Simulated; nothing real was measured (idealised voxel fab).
You're looking at the process module voxel tone inversion.
It is cross-section cut that appears here, measuring 230 nm in width, its square cells being 5 nm in size.
How to read a cross-section here: the picture is a grid of square cells, written as bands going from the top down, and any band can span one or more rows of cells. For a band, the entry starts with two heights in nm, that of the top and then that of the bottom, and carries on with the band's materials in order from left to right, each alongside its width in nm; the word "everywhere" beside a single material means it fills the band edge to edge, and "blank" means empty space. Heights are reckoned from 0. Under this level, the received wafer is all of one material. The bottommost band is open-ended downward, for example "0..down". It should be noted that a width expressed as "30->40" varies in equal increments from row to row of cells within the band, taking the value of the first number at the top row and that of the second number at the bottom row. Step marked "no change"? Then no cell in the cross-section changed in it. Closed empty spaces (no open way to the top) of 8 cells or more are what "Enclosed cavities" lists, each as width x height at distance from the left edge, nm for all three. Whatever follows a step's settings on its line is a remark the simulator itself makes about that step. "overlay nm", when on a step's line for a step with a mask, measures how far to the right of its planned place the mask lay; a negative measure means to the left.

### Intended process steps
1. RECEIVE,material Si
2. CONFORMAL_DEP,material SiCN,thk nm 10
3. DIRECTIONAL_DEP,material polySi,thk nm 20
4. PATTERN,tone cover,mask id POSTS,material resist,width nm 20,pitch nm 40,thk nm 30,overlay nm 0
5. DIRECTIONAL_ETCH,etch materials polySi,depth nm 20
6. STRIP,etch materials resist
7. FILL_DEP,material SiO2,thk nm 5
8. CMP,height nm 30
9. STRIP,etch materials polySi
10. CONFORMAL_DEP,material TiN,thk nm 5
11. FILL_DEP,material W,thk nm 5
12. CMP,height nm 30
13. CONFORMAL_DEP,material SiCN,thk nm 5

### First of two wafers: run as planned

### Wafer as received: cross-section following step 1
  0..down: Si everywhere
  Enclosed cavities: none

### How the wafer stands in section after step 2
  10..0: SiCN everywhere
  All layers under 0 are left as they were.

### How the wafer stands in section after step 3
  30..10: polySi everywhere
  All layers under 10 are left as they were.

### How the wafer stands in section after step 4
  60..30: 85 of blank, 20 of resist, 20 of blank, 20 of resist, 85 of blank
  All layers under 30 are left as they were.

### How the wafer stands in section after step 5
  60..30: 85 of blank, 20 of resist, 20 of blank, 20 of resist, 85 of blank
  30..10: 85 of blank, 20 of polySi, 20 of blank, 20 of polySi, 85 of blank
  All layers under 10 are left as they were.

### How the wafer stands in section after step 6
  30..10: 85 of blank, 20 of polySi, 20 of blank, 20 of polySi, 85 of blank
  All layers under 10 are left as they were.

### How the wafer stands in section after step 7
  35..30: SiO2 everywhere
  30..10: 85 of SiO2, 20 of polySi, 20 of SiO2, 20 of polySi, 85 of SiO2
  All layers under 10 are left as they were.

### How the wafer stands in section after step 8
  30..10: 85 of SiO2, 20 of polySi, 20 of SiO2, 20 of polySi, 85 of SiO2
  All layers under 10 are left as they were.

### How the wafer stands in section after step 9
  30..10: 85 of SiO2, 20 of blank, 20 of SiO2, 20 of blank, 85 of SiO2
  All layers under 10 are left as they were.

### How the wafer stands in section after step 10
  35..30: 90 of TiN, 10 of blank, 30 of TiN, 10 of blank, 90 of TiN
  30..15: 85 of SiO2, 5 of TiN, 10 of blank, 5 of TiN, 20 of SiO2, 5 of TiN, 10 of blank, 5 of TiN, 85 of SiO2
  15..10: 85 of SiO2, 20 of TiN, 20 of SiO2, 20 of TiN, 85 of SiO2
  All layers under 10 are left as they were.

### How the wafer stands in section after step 11
  40..35: W everywhere
  35..30: 90 of TiN, 10 of W, 30 of TiN, 10 of W, 90 of TiN
  30..15: 85 of SiO2, 5 of TiN, 10 of W, 5 of TiN, 20 of SiO2, 5 of TiN, 10 of W, 5 of TiN, 85 of SiO2
  All layers under 15 are left as they were.

### How the wafer stands in section after step 12
  30..15: 85 of SiO2, 5 of TiN, 10 of W, 5 of TiN, 20 of SiO2, 5 of TiN, 10 of W, 5 of TiN, 85 of SiO2
  All layers under 15 are left as they were.

### How the wafer stands in section after step 13
  35..30: SiCN everywhere
  All layers under 30 are left as they were.

### Wafer two. Identical start, identical plan. One mistake in execution. Identical history through step 2

### Planned end of step 3: second wafer, cross-section
  25..10: polySi everywhere
  All layers under 10 are left as they were.

### Planned end of step 4: second wafer, cross-section
  55..25: 85 of blank, 20 of resist, 20 of blank, 20 of resist, 85 of blank
  All layers under 25 are left as they were.

### Planned end of step 5: second wafer, cross-section
  55..25: 85 of blank, 20 of resist, 20 of blank, 20 of resist, 85 of blank
  25..10: 85 of blank, 20 of polySi, 20 of blank, 20 of polySi, 85 of blank
  All layers under 10 are left as they were.

### Planned end of step 6: second wafer, cross-section
  25..10: 85 of blank, 20 of polySi, 20 of blank, 20 of polySi, 85 of blank
  All layers under 10 are left as they were.

### Planned end of step 7: second wafer, cross-section
  30..25: SiO2 everywhere
  25..10: 85 of SiO2, 20 of polySi, 20 of SiO2, 20 of polySi, 85 of SiO2
  All layers under 10 are left as they were.

Planned end of step 8: second wafer, cross-section: no change

Planned end of step 9: second wafer, cross-section: no change

### Planned end of step 10: second wafer, cross-section
  35..30: TiN everywhere
  All layers under 30 are left as they were.

### Planned end of step 11: second wafer, cross-section
  40..35: W everywhere
  All layers under 35 are left as they were.

### Planned end of step 12: second wafer, cross-section
  30..25: SiO2 everywhere
  All layers under 25 are left as they were.

### Planned end of step 13: second wafer, cross-section
  35..30: SiCN everywhere
  All layers under 30 are left as they were.
Heads up, the wafer didn't run the way we planned it: step 3 went in with a setting other than planned; the actual run was DIRECTIONAL_DEP,material polySi,thk nm 15
FYI, end of process, the second wafer has more or fewer cells of some materials than the first: SiO2: 8 more, TiN: 20 fewer, W: 12 fewer, polySi: 24 more
